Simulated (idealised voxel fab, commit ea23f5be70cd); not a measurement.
Process module under the name voxel transistor to metal
The figure presents cross-section cut, which has a width of 185 nm and is divided into square cells with an edge length of 5 nm.
We lay out every cross-section as a grid of square cells and spell it out in bands from the top down, where one band means one or more rows of cells. Heads up on the band format: heights come first, top then bottom, in nm. After that it's the materials left to right, each with its width in nm. A single material flagged "full width" fills the whole band edge to edge, and "air" means there's empty space there. Height 0 is the level under which the wafer as received is all one material. The lowest band goes on downwards, as in "0 -> down". You'd read "30..40" like this: the band's top row of cells is as wide as the first number, its bottom row is as wide as the second, and going down, every row changes width by the same amount as the row before did. What does "no modifications" mean for a step? It means no cell of the cross-section changed in that step. The label "Sealed cavities" introduces a list of the empty spaces, 8 cells or larger, that have no open way up to the top; each entry in it reads width x height at distance, where the distance is taken from the left edge and all three are stated in nm. Post-settings text on a step line: simulator's own remark regarding the step. A step's line can hold "overlay nm"; with a mask on that step, the setting says how far right of the planned place the mask lay, while a negative setting says it lay to the left. Layout of what follows: cross-section pairs, each bracketing one process step, the after cross-section shown only to the lowest band that changed, the step between and its settings noted under each pair. Pairs may originate in different runs of this module on the same starting wafer; a pair continues from the pair above only where its entry headed "Pre-step section" says so.
Pre-step section:
    120 -> 100  40 resist | 15 air | 75 resist | 15 air | 40 resist
    100 -> 70  40 lowk | 15 air | 75 lowk | 15 air | 40 lowk
    70 -> 65  SiCN full width
    65 -> 60  35 SiCN | 25 Ru | 65 SiCN | 25 Ru | 35 SiCN
    60 -> 35  40 lowk | 5 TiN | 5 Cu | 5 TiN | 75 lowk | 5 TiN | 5 Cu | 5 TiN | 40 lowk
    35 -> 30  40 SiCN | 15 TiN | 75 SiCN | 15 TiN | 40 SiCN
    30 -> 20  40 SiO2 | 5 TiN | 5 W | 5 TiN | 75 SiO2 | 5 TiN | 5 W | 5 TiN | 40 SiO2
    20 -> 5  40 SiO2 | 5 TiN | 5 W | 5 TiN | 15 SiO2 | 5 SiN | 5 HfO2 | 5 SiO2 | 15 W | 5 SiO2 | 5 HfO2 | 5 SiN | 15 SiO2 | 5 TiN | 5 W | 5 TiN | 40 SiO2
    5 -> 0  40 SiO2 | 5 TiN | 5 W | 5 TiN | 15 pSi | 5 SiN | 5 HfO2 | 5 SiO2 | 15 W | 5 SiO2 | 5 HfO2 | 5 SiN | 15 pSi | 5 TiN | 5 W | 5 TiN | 40 SiO2
    0 -> -5  30 SiO2 | 5 SiN | 5 SiO2 | 15 TiN | 15 pSi | 5 SiN | 5 HfO2 | 25 SiO2 | 5 HfO2 | 5 SiN | 15 pSi | 15 TiN | 5 SiO2 | 5 SiN | 30 SiO2
    -5 -> -10  35 SiO2 | 35 pSi | 45 HfO2 | 35 pSi | 35 SiO2
    -10 -> -20  40 SiO2 | 30 pSi | 45 Si | 30 pSi | 40 SiO2
    -20 -> -40  40 SiO2 | 105 Si | 40 SiO2
    -40 -> down  Si full width
    Sealed cavities: none
State After Step:
    120 -> 100  40 resist | 15 air | 75 resist | 15 air | 40 resist
    100 -> 70  40 lowk | 15 air | 75 lowk | 15 air | 40 lowk
    70 -> 65  40 SiCN | 15 air | 75 SiCN | 15 air | 40 SiCN
    Anything lower than 65 is untouched.
    Sealed cavities: none
the step between: DIRECTIONAL_ETCH [etch materials SiCN] [depth nm 5]
Pre-step section: no separate figure, the pair right above already shows it after its step.
State After Step:
    100 -> 70  40 lowk | 15 air | 75 lowk | 15 air | 40 lowk
    Anything lower than 70 is untouched.
    Sealed cavities: none
the step between: STRIP [etch materials resist]
Pre-step section: no separate figure, the pair right above already shows it after its step.
State After Step:
    105 -> 100  45 TiN | 5 air | 85 TiN | 5 air | 45 TiN
    100 -> 70  40 lowk | 5 TiN | 5 air | 5 TiN | 75 lowk | 5 TiN | 5 air | 5 TiN | 40 lowk
    70 -> 65  40 SiCN | 15 TiN | 75 SiCN | 15 TiN | 40 SiCN
    Anything lower than 65 is untouched.
    Sealed cavities: none
the step between: CONFORMAL_DEP [material TiN] [thk nm 5]
Pre-step section: no separate figure, the pair right above already shows it after its step.
State After Step:
    110 -> 105  Cu full width
    105 -> 100  45 TiN | 5 Cu | 85 TiN | 5 Cu | 45 TiN
    100 -> 70  40 lowk | 5 TiN | 5 Cu | 5 TiN | 75 lowk | 5 TiN | 5 Cu | 5 TiN | 40 lowk
    Anything lower than 70 is untouched.
    Sealed cavities: none
the step between: FILL_DEP [material Cu] [thk nm 5]
Pre-step section: no separate figure, the pair right above already shows it after its step.
State After Step:
    100 -> 70  40 lowk | 5 TiN | 5 Cu | 5 TiN | 75 lowk | 5 TiN | 5 Cu | 5 TiN | 40 lowk
    Anything lower than 70 is untouched.
    Sealed cavities: none
the step between: CMP [height nm 100]
Pre-step section: no separate figure, the pair right above already shows it after its step.
State After Step:
    105 -> 100  SiCN full width
    Anything lower than 100 is untouched.
    Sealed cavities: none
the step between: CONFORMAL_DEP [material SiCN] [thk nm 5]
Pre-step section:
    45 -> 40  30 SiCN | 125 air | 30 SiCN
    40 -> 30  SiCN full width
    30 -> 25  30 polySi | 125 SiCN | 30 polySi
    25 -> 0  polySi full width
    0 -> -5  30 SiO2 | 125 polySi | 30 SiO2
    -5 -> -10  SiO2 full width
    -10 -> -40  40 SiO2 | 105 Si | 40 SiO2
    -40 -> down  Si full width
    Sealed cavities: none
State After Step:
    65 -> 45  75 resist | 35 air | 75 resist
    45 -> 40  30 SiCN | 45 resist | 35 air | 45 resist | 30 SiCN
    Anything lower than 40 is untouched.
    Sealed cavities: none
the step between: PATTERN [tone open] [mask id GATE] [material resist] [width nm 35] [thk nm 20] [overlay nm 0]
Pre-step section: no separate figure, the pair right above already shows it after its step.
State After Step:
    65 -> 45  75 resist | 35 air | 75 resist
    45 -> 40  30 SiCN | 45 resist | 35 air | 45 resist | 30 SiCN
    40 -> 30  75 SiCN | 35 air | 75 SiCN
    30 -> 25  30 polySi | 45 SiCN | 35 air | 45 SiCN | 30 polySi
    Anything lower than 25 is untouched.
    Sealed cavities: none
the step between: DIRECTIONAL_ETCH [etch materials SiCN] [depth nm 25]
Pre-step section: no separate figure, the pair right above already shows it after its step.
State After Step:
    65 -> 45  75 resist | 35 air | 75 resist
    45 -> 40  30 SiCN | 45 resist | 35 air | 45 resist | 30 SiCN
    40 -> 30  75 SiCN | 35 air | 75 SiCN
    30 -> 25  30 polySi | 45 SiCN | 35 air | 45 SiCN | 30 polySi
    25 -> 0  75 polySi | 35 air | 75 polySi
    0 -> -5  30 SiO2 | 45 polySi | 35 air | 45 polySi | 30 SiO2
    Anything lower than -5 is untouched.
    Sealed cavities: none
the step between: DIRECTIONAL_ETCH [etch materials polySi] [depth nm 40]
Pre-step section: no separate figure, the pair right above already shows it after its step.
State After Step:
    45 -> 40  30 SiCN | 125 air | 30 SiCN
    Anything lower than 40 is untouched.
    Sealed cavities: none
the step between: STRIP [etch materials resist]
Pre-step section: no separate figure, the pair right above already shows it after its step.
State After Step:
    50 -> 45  35 SiN | 115 air | 35 SiN
    45 -> 40  30 SiCN | 50 SiN | 25 air | 50 SiN | 30 SiCN
    40 -> 30  75 SiCN | 5 SiN | 25 air | 5 SiN | 75 SiCN
    30 -> 25  30 polySi | 45 SiCN | 5 SiN | 25 air | 5 SiN | 45 SiCN | 30 polySi
    25 -> 0  75 polySi | 5 SiN | 25 air | 5 SiN | 75 polySi
    0 -> -5  30 SiO2 | 45 polySi | 35 SiN | 45 polySi | 30 SiO2
    Anything lower than -5 is untouched.
    Sealed cavities: none
the step between: CONFORMAL_DEP [material SiN] [thk nm 5]
Pre-step section: no separate figure, the pair right above already shows it after its step.
State After Step:
    45 -> 40  30 SiCN | 5 SiN | 115 air | 5 SiN | 30 SiCN
    40 -> 30  75 SiCN | 5 SiN | 25 air | 5 SiN | 75 SiCN
    30 -> 25  30 polySi | 45 SiCN | 5 SiN | 25 air | 5 SiN | 45 SiCN | 30 polySi
    25 -> 0  75 polySi | 5 SiN | 25 air | 5 SiN | 75 polySi
    0 -> -5  30 SiO2 | 45 polySi | 5 SiN | 25 air | 5 SiN | 45 polySi | 30 SiO2
    Anything lower than -5 is untouched.
    Sealed cavities: none
the step between: DIRECTIONAL_ETCH [etch materials SiN] [depth nm 5]
Pre-step section: no separate figure, the pair right above already shows it after its step.
State After Step:
    45 -> 40  30 SiCN | 5 SiN | 115 air | 5 SiN | 30 SiCN
    40 -> 30  75 SiCN | 5 SiN | 25 air | 5 SiN | 75 SiCN
    30 -> 25  30 polySi | 45 SiCN | 5 SiN | 25 air | 5 SiN | 45 SiCN | 30 polySi
    25 -> 0  75 polySi | 5 SiN | 25 air | 5 SiN | 75 polySi
    0 -> -5  30 SiO2 | 45 polySi | 5 SiN | 25 air | 5 SiN | 45 polySi | 30 SiO2
    -5 -> -10  80 SiO2 | 25 air | 80 SiO2
    Anything lower than -10 is untouched.
    Sealed cavities: none
the step between: DIRECTIONAL_ETCH [etch materials SiO2] [depth nm 5]
Pre-step section: no separate figure, the pair right above already shows it after its step.
State After Step:
    45 -> 40  30 SiCN | 5 SiN | 115 air | 5 SiN | 30 SiCN
    40 -> 30  75 SiCN | 5 SiN | 25 air | 5 SiN | 75 SiCN
    30 -> 25  30 polySi | 45 SiCN | 5 SiN | 25 air | 5 SiN | 45 SiCN | 30 polySi
    25 -> 0  75 polySi | 5 SiN | 25 air | 5 SiN | 75 polySi
    0 -> -5  30 SiO2 | 45 polySi | 5 SiN | 25 air | 5 SiN | 45 polySi | 30 SiO2
    -5 -> -10  80 SiO2 | 25 air | 80 SiO2
    -10 -> -20  40 SiO2 | 40 Si | 25 air | 40 Si | 40 SiO2
    Anything lower than -20 is untouched.
    Sealed cavities: none
the step between: DIRECTIONAL_ETCH [etch materials Si] [depth nm 10]
Pre-step section: no separate figure, the pair right above already shows it after its step.
State After Step:
    45 -> 40  30 SiCN | 5 SiN | 115 air | 5 SiN | 30 SiCN
    40 -> 30  75 SiCN | 5 SiN | 25 air | 5 SiN | 75 SiCN
    30 -> 25  30 polySi | 45 SiCN | 5 SiN | 25 air | 5 SiN | 45 SiCN | 30 polySi
    25 -> 5  75 polySi | 5 SiN | 25 air | 5 SiN | 75 polySi
    5 -> 0  75 polySi | 5 SiN | 25 pSi | 5 SiN | 75 polySi
    0 -> -5  30 SiO2 | 45 polySi | 5 SiN | 25 pSi | 5 SiN | 45 polySi | 30 SiO2
    -5 -> -10  80 SiO2 | 25 pSi | 80 SiO2
    -10 -> -20  40 SiO2 | 40 Si | 25 pSi | 40 Si | 40 SiO2
    Anything lower than -20 is untouched.
    Sealed cavities: none
the step between: EPI [material pSi] [thk nm 15]
Pre-step section: no separate figure, the pair right above already shows it after its step.
State After Step:
    50 -> 45  SiO2 full width
    45 -> 40  30 SiCN | 5 SiN | 115 SiO2 | 5 SiN | 30 SiCN
    40 -> 30  75 SiCN | 5 SiN | 25 SiO2 | 5 SiN | 75 SiCN
    30 -> 25  30 polySi | 45 SiCN | 5 SiN | 25 SiO2 | 5 SiN | 45 SiCN | 30 polySi
    25 -> 5  75 polySi | 5 SiN | 25 SiO2 | 5 SiN | 75 polySi
    Anything lower than 5 is untouched.
    Sealed cavities: none
the step between: FILL_DEP [material SiO2] [thk nm 5]
Pre-step section: no separate figure, the pair right above already shows it after its step.
State After Step:
    25 -> 5  75 polySi | 5 SiN | 25 SiO2 | 5 SiN | 75 polySi
    Anything lower than 5 is untouched.
    Sealed cavities: none
the step between: CMP [height nm 25]
Pre-step section: no separate figure, the pair right above already shows it after its step.
State After Step:
    25 -> 5  75 air | 5 SiN | 25 SiO2 | 5 SiN | 75 air
    5 -> 0  75 air | 5 SiN | 25 pSi | 5 SiN | 75 air
    0 -> -5  30 SiO2 | 45 air | 5 SiN | 25 pSi | 5 SiN | 45 air | 30 SiO2
    Anything lower than -5 is untouched.
    Sealed cavities: none
the step between: STRIP [etch materials polySi]
Pre-step section: no separate figure, the pair right above already shows it after its step.
State After Step:
    25 -> 20  75 air | 5 SiN | 25 air | 5 SiN | 75 air
    20 -> 5  75 air | 5 SiN | 25 SiO2 | 5 SiN | 75 air
    5 -> -5  75 air | 5 SiN | 25 pSi | 5 SiN | 75 air
    -5 -> -10  25 SiO2 | 55 air | 25 pSi | 55 air | 25 SiO2
    Anything lower than -10 is untouched.
    Sealed cavities: none
the step between: SELECTIVE_ETCH [etch materials SiO2] [depth nm 5]
Pre-step section: no separate figure, the pair right above already shows it after its step.
State After Step:
    30 -> 25  70 air | 15 HfO2 | 15 air | 15 HfO2 | 70 air
    25 -> 20  70 air | 5 HfO2 | 5 SiN | 25 HfO2 | 5 SiN | 5 HfO2 | 70 air
    20 -> 5  70 air | 5 HfO2 | 5 SiN | 25 SiO2 | 5 SiN | 5 HfO2 | 70 air
    5 -> 0  70 air | 5 HfO2 | 5 SiN | 25 pSi | 5 SiN | 5 HfO2 | 70 air
    0 -> -5  30 HfO2 | 40 air | 5 HfO2 | 5 SiN | 25 pSi | 5 SiN | 5 HfO2 | 40 air | 30 HfO2
    -5 -> -10  25 SiO2 | 55 HfO2 | 25 pSi | 55 HfO2 | 25 SiO2
    Anything lower than -10 is untouched.
    Sealed cavities: none
the step between: CONFORMAL_DEP [material HfO2] [thk nm 5]
Pre-step section: no separate figure, the pair right above already shows it after its step.
State After Step:
    35 -> 30  65 air | 25 TiN | 5 air | 25 TiN | 65 air
    30 -> 25  65 air | 5 TiN | 15 HfO2 | 15 TiN | 15 HfO2 | 5 TiN | 65 air
    25 -> 20  65 air | 5 TiN | 5 HfO2 | 5 SiN | 25 HfO2 | 5 SiN | 5 HfO2 | 5 TiN | 65 air
    20 -> 5  65 air | 5 TiN | 5 HfO2 | 5 SiN | 25 SiO2 | 5 SiN | 5 HfO2 | 5 TiN | 65 air
    5 -> 0  35 TiN | 30 air | 5 TiN | 5 HfO2 | 5 SiN | 25 pSi | 5 SiN | 5 HfO2 | 5 TiN | 30 air | 35 TiN
    0 -> -5  30 HfO2 | 40 TiN | 5 HfO2 | 5 SiN | 25 pSi | 5 SiN | 5 HfO2 | 40 TiN | 30 HfO2
    Anything lower than -5 is untouched.
    Sealed cavities: none
the step between: CONFORMAL_DEP [material TiN] [thk nm 5]
Pre-step section: no separate figure, the pair right above already shows it after its step.
State After Step:
    45 -> 35  W full width
    35 -> 30  65 W | 25 TiN | 5 W | 25 TiN | 65 W
    30 -> 25  65 W | 5 TiN | 15 HfO2 | 15 TiN | 15 HfO2 | 5 TiN | 65 W
    25 -> 20  65 W | 5 TiN | 5 HfO2 | 5 SiN | 25 HfO2 | 5 SiN | 5 HfO2 | 5 TiN | 65 W
    20 -> 5  65 W | 5 TiN | 5 HfO2 | 5 SiN | 25 SiO2 | 5 SiN | 5 HfO2 | 5 TiN | 65 W
    5 -> 0  35 TiN | 30 W | 5 TiN | 5 HfO2 | 5 SiN | 25 pSi | 5 SiN | 5 HfO2 | 5 TiN | 30 W | 35 TiN
    Anything lower than 0 is untouched.
    Sealed cavities: none
the step between: FILL_DEP [material W] [thk nm 10]
Pre-step section: no separate figure, the pair right above already shows it after its step.
State After Step:
    20 -> 5  65 W | 5 TiN | 5 HfO2 | 5 SiN | 25 SiO2 | 5 SiN | 5 HfO2 | 5 TiN | 65 W
    Anything lower than 5 is untouched.
    Sealed cavities: none
the step between: CMP [height nm 20]
Pre-step section: no separate figure, the pair right above already shows it after its step.
State After Step:
    30 -> 20  SiO2 full width
    Anything lower than 20 is untouched.
    Sealed cavities: none
the step between: DIRECTIONAL_DEP [material SiO2] [thk nm 10]
Pre-step section: no separate figure, the pair right above already shows it after its step.
State After Step:
    45 -> 30  40 resist | 15 air | 75 resist | 15 air | 40 resist
    Anything lower than 30 is untouched.
    Sealed cavities: none
the step between: PATTERN [tone open] [mask id CONTACT] [material resist] [width nm 15] [pitch nm 90] [thk nm 15] [overlay nm 0]
Pre-step section: no separate figure, the pair right above already shows it after its step.
State After Step:
    45 -> 30  40 resist | 15 air | 75 resist | 15 air | 40 resist
    30 -> 20  40 SiO2 | 15 air | 75 SiO2 | 15 air | 40 SiO2
    Anything lower than 20 is untouched.
    Sealed cavities: none
the step between: DIRECTIONAL_ETCH [etch materials SiO2] [depth nm 35]
Pre-step section: no separate figure, the pair right above already shows it after its step.
State After Step:
    30 -> 20  40 SiO2 | 15 air | 75 SiO2 | 15 air | 40 SiO2
    Anything lower than 20 is untouched.
    Sealed cavities: none
the step between: STRIP [etch materials resist]
Pre-step section: no separate figure, the pair right above already shows it after its step.
State After Step:
    35 -> 30  45 TiN | 5 air | 85 TiN | 5 air | 45 TiN
    30 -> 25  40 SiO2 | 5 TiN | 5 air | 5 TiN | 75 SiO2 | 5 TiN | 5 air | 5 TiN | 40 SiO2
    25 -> 20  40 SiO2 | 15 TiN | 75 SiO2 | 15 TiN | 40 SiO2
    Anything lower than 20 is untouched.
    Sealed cavities: none
the step between: CONFORMAL_DEP [material TiN] [thk nm 5]
Pre-step section: no separate figure, the pair right above already shows it after its step.
State After Step:
    45 -> 35  W full width
    35 -> 30  45 TiN | 5 W | 85 TiN | 5 W | 45 TiN
    30 -> 25  40 SiO2 | 5 TiN | 5 W | 5 TiN | 75 SiO2 | 5 TiN | 5 W | 5 TiN | 40 SiO2
    Anything lower than 25 is untouched.
    Sealed cavities: none
the step between: FILL_DEP [material W] [thk nm 10]
Pre-step section: no separate figure, the pair right above already shows it after its step.
State After Step:
    30 -> 25  40 SiO2 | 5 TiN | 5 W | 5 TiN | 75 SiO2 | 5 TiN | 5 W | 5 TiN | 40 SiO2
    Anything lower than 25 is untouched.
    Sealed cavities: none
the step between: CMP [height nm 30]
Pre-step section: no separate figure, the pair right above already shows it after its step.
State After Step:
    35 -> 30  SiCN full width
    Anything lower than 30 is untouched.
    Sealed cavities: none
the step between: CONFORMAL_DEP [material SiCN] [thk nm 5]
Pre-step section: no separate figure, the pair right above already shows it after its step.
State After Step:
    60 -> 35  lowk full width
    Anything lower than 35 is untouched.
    Sealed cavities: none
the step between: DIRECTIONAL_DEP [material lowk] [thk nm 25]
Pre-step section: no separate figure, the pair right above already shows it after its step.
State After Step:
    75 -> 60  40 resist | 15 air | 75 resist | 15 air | 40 resist
    Anything lower than 60 is untouched.
    Sealed cavities: none
the step between: PATTERN [tone open] [mask id METAL_1] [material resist] [width nm 15] [pitch nm 90] [thk nm 15] [overlay nm 0]
Pre-step section: no separate figure, the pair right above already shows it after its step.
State After Step:
    75 -> 60  40 resist | 15 air | 75 resist | 15 air | 40 resist
    60 -> 35  40 lowk | 15 air | 75 lowk | 15 air | 40 lowk
    Anything lower than 35 is untouched.
    Sealed cavities: none
the step between: DIRECTIONAL_ETCH [etch materials lowk] [depth nm 25]
Pre-step section: no separate figure, the pair right above already shows it after its step.
State After Step:
    75 -> 60  40 resist | 15 air | 75 resist | 15 air | 40 resist
    60 -> 35  40 lowk | 15 air | 75 lowk | 15 air | 40 lowk
    35 -> 30  40 SiCN | 15 air | 75 SiCN | 15 air | 40 SiCN
    Anything lower than 30 is untouched.
    Sealed cavities: none
the step between: DIRECTIONAL_ETCH [etch materials SiCN] [depth nm 5]
Pre-step section: no separate figure, the pair right above already shows it after its step.
State After Step:
    60 -> 35  40 lowk | 15 air | 75 lowk | 15 air | 40 lowk
    Anything lower than 35 is untouched.
    Sealed cavities: none
the step between: STRIP [etch materials resist]
Pre-step section: no separate figure, the pair right above already shows it after its step.
State After Step:
    65 -> 60  45 TiN | 5 air | 85 TiN | 5 air | 45 TiN
    60 -> 35  40 lowk | 5 TiN | 5 air | 5 TiN | 75 lowk | 5 TiN | 5 air | 5 TiN | 40 lowk
    35 -> 30  40 SiCN | 15 TiN | 75 SiCN | 15 TiN | 40 SiCN
    Anything lower than 30 is untouched.
    Sealed cavities: none
the step between: CONFORMAL_DEP [material TiN] [thk nm 5]
Pre-step section: no separate figure, the pair right above already shows it after its step.
State After Step:
    75 -> 65  Cu full width
    65 -> 60  45 TiN | 5 Cu | 85 TiN | 5 Cu | 45 TiN
    60 -> 35  40 lowk | 5 TiN | 5 Cu | 5 TiN | 75 lowk | 5 TiN | 5 Cu | 5 TiN | 40 lowk
    Anything lower than 35 is untouched.
    Sealed cavities: none
the step between: FILL_DEP [material Cu] [thk nm 10]
Pre-step section: no separate figure, the pair right above already shows it after its step.
State After Step:
    60 -> 35  40 lowk | 5 TiN | 5 Cu | 5 TiN | 75 lowk | 5 TiN | 5 Cu | 5 TiN | 40 lowk
    Anything lower than 35 is untouched.
    Sealed cavities: none
the step between: CMP [height nm 60]
Pre-step section: no separate figure, the pair right above already shows it after its step.
State After Step:
    65 -> 60  35 air | 25 Ru | 65 air | 25 Ru | 35 air
    Anything lower than 60 is untouched.
    Sealed cavities: none
the step between: EPI [material Ru] [thk nm 5]
Pre-step section: no separate figure, the pair right above already shows it after its step.
State After Step:
    70 -> 65  SiCN full width
    65 -> 60  35 SiCN | 25 Ru | 65 SiCN | 25 Ru | 35 SiCN
    Anything lower than 60 is untouched.
    Sealed cavities: none
the step between: FILL_DEP [material SiCN] [thk nm 5]
Pre-step section: no separate figure, the pair right above already shows it after its step.
State After Step:
    100 -> 70  lowk full width
    Anything lower than 70 is untouched.
    Sealed cavities: none
the step between: DIRECTIONAL_DEP [material lowk] [thk nm 30]
Pre-step section: no separate figure, the pair right above already shows it after its step.
State After Step:
    100 -> 80  40 lowk | 15 air | 75 lowk | 15 air | 40 lowk
    Anything lower than 80 is untouched.
    Sealed cavities: none
the step between: MASKED_ETCH [tone open] [mask id METAL_2] [width nm 15] [pitch nm 90] [etch materials lowk] [depth nm 20] [overlay nm 0]
Pre-step section: no separate figure, the pair right above already shows it after its step.
State After Step:
    120 -> 100  40 resist | 15 air | 75 resist | 15 air | 40 resist
    Anything lower than 100 is untouched.
    Sealed cavities: none
the step between: PATTERN [tone open] [mask id METAL_2_HOLES] [material resist] [width nm 15] [pitch nm 90] [thk nm 20] [overlay nm 0]
Pre-step section: no separate figure, the pair right above already shows it after its step.
State After Step:
    120 -> 100  40 resist | 15 air | 75 resist | 15 air | 40 resist
    100 -> 70  40 lowk | 15 air | 75 lowk | 15 air | 40 lowk
    Anything lower than 70 is untouched.
    Sealed cavities: none
the step between: DIRECTIONAL_ETCH [etch materials lowk] [depth nm 10]
Pre-step section: no separate figure, the pair right above already shows it after its step.
State After Step:
    120 -> 100  40 resist | 15 air | 75 resist | 15 air | 40 resist
    100 -> 70  40 lowk | 15 air | 75 lowk | 15 air | 40 lowk
    70 -> 65  40 SiCN | 15 air | 75 SiCN | 15 air | 40 SiCN
    Anything lower than 65 is untouched.
    Sealed cavities: none
the step between: DIRECTIONAL_ETCH [etch materials SiCN] [depth nm 5]
Pre-step section: no separate figure, the pair right above already shows it after its step.
State After Step:
    100 -> 70  40 lowk | 15 air | 75 lowk | 15 air | 40 lowk
    Anything lower than 70 is untouched.
    Sealed cavities: none
the step between: STRIP [etch materials resist]
Pre-step section: no separate figure, the pair right above already shows it after its step.
State After Step:
    105 -> 100  45 TiN | 5 air | 85 TiN | 5 air | 45 TiN
    100 -> 70  40 lowk | 5 TiN | 5 air | 5 TiN | 75 lowk | 5 TiN | 5 air | 5 TiN | 40 lowk
    70 -> 65  40 SiCN | 15 TiN | 75 SiCN | 15 TiN | 40 SiCN
    Anything lower than 65 is untouched.
    Sealed cavities: none
the step between: CONFORMAL_DEP [material TiN] [thk nm 5]
Pre-step section: no separate figure, the pair right above already shows it after its step.
State After Step:
    110 -> 105  Cu full width
    105 -> 100  45 TiN | 5 Cu | 85 TiN | 5 Cu | 45 TiN
    100 -> 70  40 lowk | 5 TiN | 5 Cu | 5 TiN | 75 lowk | 5 TiN | 5 Cu | 5 TiN | 40 lowk
    Anything lower than 70 is untouched.
    Sealed cavities: none
the step between: FILL_DEP [material Cu] [thk nm 5]
Pre-step section: no separate figure, the pair right above already shows it after its step.
State After Step:
    100 -> 70  40 lowk | 5 TiN | 5 Cu | 5 TiN | 75 lowk | 5 TiN | 5 Cu | 5 TiN | 40 lowk
    Anything lower than 70 is untouched.
    Sealed cavities: none
the step between: CMP [height nm 100]
Pre-step section: no separate figure, the pair right above already shows it after its step.
State After Step:
    105 -> 100  SiCN full width
    Anything lower than 100 is untouched.
    Sealed cavities: none
the step between: CONFORMAL_DEP [material SiCN] [thk nm 5]
